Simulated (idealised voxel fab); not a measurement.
Presented below is a process module, voxel released beams.
Pictured: cross-section cut, 255 nm wide, on a grid of 5 nm square cells.
We lay out every cross-section as a grid of square cells and spell it out in bands from the top down, where one band means one or more rows of cells. Heads up on the band format: heights come first, top then bottom, in nm. After that it's the materials left to right, each with its width in nm. A single material flagged "full width" fills the whole band edge to edge, and "blank" means there's empty space there. Where do heights start? At 0: under that level the wafer as delivered is made of one material only. And the lowest band has no floor; it just carries on downward, as in "0 down". Width spec "30 to 40" -> top row of cells at first value, bottom row at second value, equal per-row change in between. Given "remained unchanged" for a step, no cell of the cross-section differs between before and after that step. "Sealed internal voids" contains a list of empty spaces, each no smaller than 8 cells and without an open way to the top, written in the form width x height at distance with the distance from the left edge and all three in nm. On a step's line, text after the settings is the simulator commenting on that step. overlay nm: on a step with a mask, how far right of its planned place the mask lay; negative means left.

**Steps in the process plan**
step 1: RECEIVE,material Si
step 2: CONFORMAL_DEP,material Al2O3,thk nm 10
step 3: DIRECTIONAL_DEP,material SiO2,thk nm 10
step 4: DIRECTIONAL_DEP,material aC,thk nm 15
step 5: PATTERN,tone open,mask id ANCHOR,material resist,width nm 30,thk nm 35,overlay nm 0
step 6: DIRECTIONAL_ETCH,etch materials aC,depth nm 15
step 7: STRIP,etch materials resist
step 8: DIRECTIONAL_ETCH,etch materials SiO2,depth nm 10
step 9: STRIP,etch materials aC
step 10: CONFORMAL_DEP,material SiN,thk nm 10
step 11: MASKED_ETCH,tone cover,mask id BEAM,width nm 100,etch materials SiN,depth nm 10,overlay nm 0
step 12: STRIP,etch materials SiO2

**Cross-section of the wafer upon arrival, representing the state reached after step 1**
  0 down = Si full width
  Sealed internal voids: none

**As-planned run: cross-section of the first of two wafers at end of module**
  30 to 20 = blank: 75, then SiN: 15, then blank: 10, then SiN: 75, then blank: 80
  20 to 10 = blank: 80, then SiN: 30, then blank: 145
  10 to 0 = Al2O3 full width
  0 down = Si full width
  Sealed internal voids: none

**This cross-section belongs to the second wafer of two at the end of the module; the start and the plan were shared with the first, and the run included one mistake**
  30 to 25 = blank: 75, then SiN: 15, then blank: 10, then SiN: 75, then blank: 80
  25 to 20 = SiN: 90, then blank: 10, then SiN: 155
  20 to 10 = SiO2: 80, then SiN: 30, then SiO2: 145
  10 to 0 = Al2O3 full width
  0 down = Si full width
  Sealed internal voids: none
Want to know what went wrong? step 11 ran differently from the plan; actual operation with settings: MASKED_ETCH,tone cover,mask id BEAM,width nm 100,etch materials SiN,depth nm 5,overlay nm 0
Per the end-of-run cell counts, the second wafer holds more or fewer of some materials than the first: SiN +31, SiO2 +90
